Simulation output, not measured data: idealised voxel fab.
This section sets out a process module, namely voxel fin reveal.
Xsec cut, 295 nm wide, square cell size 5 nm.
We lay out every cross-section as a grid of square cells and spell it out in bands from the top down, where one band means one or more rows of cells.
Look at the band entry: it leads with the top's height and the bottom's height in nm. Then it lists the materials left to right, with a width in nm for each. The word "full width" on a single material says that material fills the band edge to edge. The word "empty" is empty space.
All heights in this document are referenced to 0, defined as the level beneath which the wafer, as received, consists entirely of one material. The lowest band is not bounded below; it extends indefinitely downward and is written in the form "0 nm and below".
The expression "30 to 40" gives the width at the extremes of the band, the first number at its top row of cells and the second at its bottom row, with the width changing by equal amounts from each row to the next in between.
"remains unaltered" after a step means that no cell of the cross-section changed.
The list in "Closed void catalog" covers empty spaces of 8 cells or more that cannot reach the top through any open way, and it gives each as width x height at distance; the distance is from the left edge, and width, height and distance are in nm.
Anything after a step's settings on that line? It's the simulator's own note about the step.
When a step includes a mask, the "overlay nm" setting on its line states how far to the right of its planned place that mask lay, and negative values state how far to the left.

These are the steps we planned for the process
1 RECEIVE, material Si
2 CONFORMAL_DEP, material SiN, thk nm 5
3 MASKED_ETCH, tone cover, mask id FINS, width nm 15, pitch nm 45, etch materials SiN, depth nm 5, overlay nm 0
4 MASKED_ETCH, tone cover, mask id FINS, width nm 15, pitch nm 45, etch materials Si, depth nm 30, overlay nm 0
5 OXIDIZE, depth nm 5
6 FILL_DEP, material SiO2, thk nm 5
7 CMP, height nm 5
8 SELECTIVE_ETCH, etch materials SiO2, depth nm 25
9 STRIP, etch materials SiN

What follows covers the first of two wafers; it ran as planned

Received-state cross-section, reflecting completion of step 1
    0 nm and below = Si full width
    Closed void catalog: none

Presented here is a cross-section of the wafer after step 2 has been performed
    5 nm to 0 nm = SiN full width
    Everything below 0 is unchanged.

Presented here is a cross-section of the wafer after step 3 has been performed
    5 nm to 0 nm = empty 95 / SiN 15 / empty 30 / SiN 15 / empty 30 / SiN 15 / empty 95
    Everything below 0 is unchanged.

Presented here is a cross-section of the wafer after step 4 has been performed
    5 nm to 0 nm = empty 95 / SiN 15 / empty 30 / SiN 15 / empty 30 / SiN 15 / empty 95
    0 nm to -30 nm = empty 95 / Si 15 / empty 30 / Si 15 / empty 30 / Si 15 / empty 95
    Everything below -30 is unchanged.

Presented here is a cross-section of the wafer after step 5 has been performed
    5 nm to 0 nm = empty 95 / SiN 15 / empty 30 / SiN 15 / empty 30 / SiN 15 / empty 95
    0 nm to -30 nm = empty 95 / SiO2 5 / Si 5 / SiO2 5 / empty 30 / SiO2 5 / Si 5 / SiO2 5 / empty 30 / SiO2 5 / Si 5 / SiO2 5 / empty 95
    -30 nm to -35 nm = SiO2 100 / Si 5 / SiO2 40 / Si 5 / SiO2 40 / Si 5 / SiO2 100
    Everything below -35 is unchanged.

Presented here is a cross-section of the wafer after step 6 has been performed
    10 nm to 5 nm = SiO2 full width
    5 nm to 0 nm = SiO2 95 / SiN 15 / SiO2 30 / SiN 15 / SiO2 30 / SiN 15 / SiO2 95
    0 nm to -35 nm = SiO2 100 / Si 5 / SiO2 40 / Si 5 / SiO2 40 / Si 5 / SiO2 100
    Everything below -35 is unchanged.

Presented here is a cross-section of the wafer after step 7 has been performed
    5 nm to 0 nm = SiO2 95 / SiN 15 / SiO2 30 / SiN 15 / SiO2 30 / SiN 15 / SiO2 95
    Everything below 0 is unchanged.

Presented here is a cross-section of the wafer after step 8 has been performed
    5 nm to 0 nm = empty 95 / SiN 15 / empty 30 / SiN 15 / empty 30 / SiN 15 / empty 95
    0 nm to -20 nm = empty 100 / Si 5 / empty 40 / Si 5 / empty 40 / Si 5 / empty 100
    Everything below -20 is unchanged.

Presented here is a cross-section of the wafer after step 9 has been performed
    0 nm to -20 nm = empty 100 / Si 5 / empty 40 / Si 5 / empty 40 / Si 5 / empty 100
    Everything below -20 is unchanged.

Okay, second wafer. Nothing different at the start, nothing different in the plan, just one mistake somewhere in the running. As far as step 8, counting that step, it's the first wafer all over again

Second wafer shown in cross-section at the time step 9 was slated to end
    5 nm to 0 nm = empty 95 / SiN 15 / empty 30 / SiN 15 / empty 30 / SiN 15 / empty 95
    0 nm to -35 nm = empty 100 / Si 5 / empty 40 / Si 5 / empty 40 / Si 5 / empty 100
    Everything below -35 is unchanged.
Nonconformance to the process plan: step 9 was run on a setting that differed from the plan, and what really ran there is STRIP, etch materials SiO2
Final cells, second wafer relative to first, materials higher or lower: 9 more of SiN, 168 fewer of SiO2
